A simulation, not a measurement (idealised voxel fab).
process module | voxel air gaps
cross-section cut | 300 nm wide | cells 5 nm
A cross-section is a grid of square cells, given in bands from the top down. A band is one or more rows of cells.
Each band's line starts with the height of the band's top and of its bottom, in nm. Then come its materials from left to right, each with its width in nm. One material with "throughout" fills the band from edge to edge. "air" is empty space.
Height 0 is the level under which the wafer as received is all one material. The lowest band goes on downwards, as in "0 down".
A width such as "30 to 40" changes by the same amount from each row of cells to the next, from the band's top row to its bottom row.
"no change" after a step means that no cell of the cross-section changed.
closed voids: empty space of 8 cells or more with no open way to the top, each as width x height at its distance from the left edge, in nm
after a step's settings: what the simulator itself notes on the step
overlay nm, on a step with a mask: how far to the right of its planned place the mask lay; to the left if negative
plan
1 op RECEIVE | material Si
2 op CONFORMAL_DEP | material SiO2 | thk nm 15
3 op CONFORMAL_DEP | material SiN | thk nm 5
4 op DIRECTIONAL_DEP | material lowk | thk nm 35
5 op PATTERN | tone open | mask id LINES | material resist | width nm 15 | pitch nm 40 | thk nm 15 | overlay nm 0
6 op DIRECTIONAL_ETCH | etch materials lowk | depth nm 35
7 op STRIP | etch materials resist
8 op CONFORMAL_DEP | material TiN | thk nm 5
9 op FILL_DEP | material Ru | thk nm 5
10 op CMP | height nm 55
11 op EPI | material Ru | thk nm 10
12 op SELECTIVE_ETCH | etch materials lowk | depth nm 45
13 op CONFORMAL_DEP | material SiCN | thk nm 5
as received, after step 1
  0 down: Si throughout
  closed voids: none
a wafer at the end: this start, this plan, one mistake
  70 to 65: air 65 | SiCN 170 | air 65
  65 to 55: air 65 | SiCN 5 | Ru 160 | SiCN 5 | air 65
  55 to 50: air 65 | SiCN 15 | TiN 5 | Ru 10 | TiN 5 | lowk 20 | TiN 5 | Ru 10 | TiN 5 | lowk 20 | TiN 5 | Ru 10 | TiN 5 | lowk 20 | TiN 5 | Ru 10 | TiN 5 | SiCN 15 | air 65
  50 to 25: air 75 | SiCN 5 | TiN 5 | Ru 10 | TiN 5 | lowk 20 | TiN 5 | Ru 10 | TiN 5 | lowk 20 | TiN 5 | Ru 10 | TiN 5 | lowk 20 | TiN 5 | Ru 10 | TiN 5 | SiCN 5 | air 75
  25 to 20: SiCN 80 | TiN 20 | lowk 20 | TiN 20 | lowk 20 | TiN 20 | lowk 20 | TiN 20 | SiCN 80
  20 to 15: SiN throughout
  15 to 0: SiO2 throughout
  0 down: Si throughout
  closed voids: none
what went wrong: step 5 ran as: op PATTERN | tone open | mask id LINES | material resist | width nm 20 | pitch nm 40 | thk nm 15 | overlay nm 0
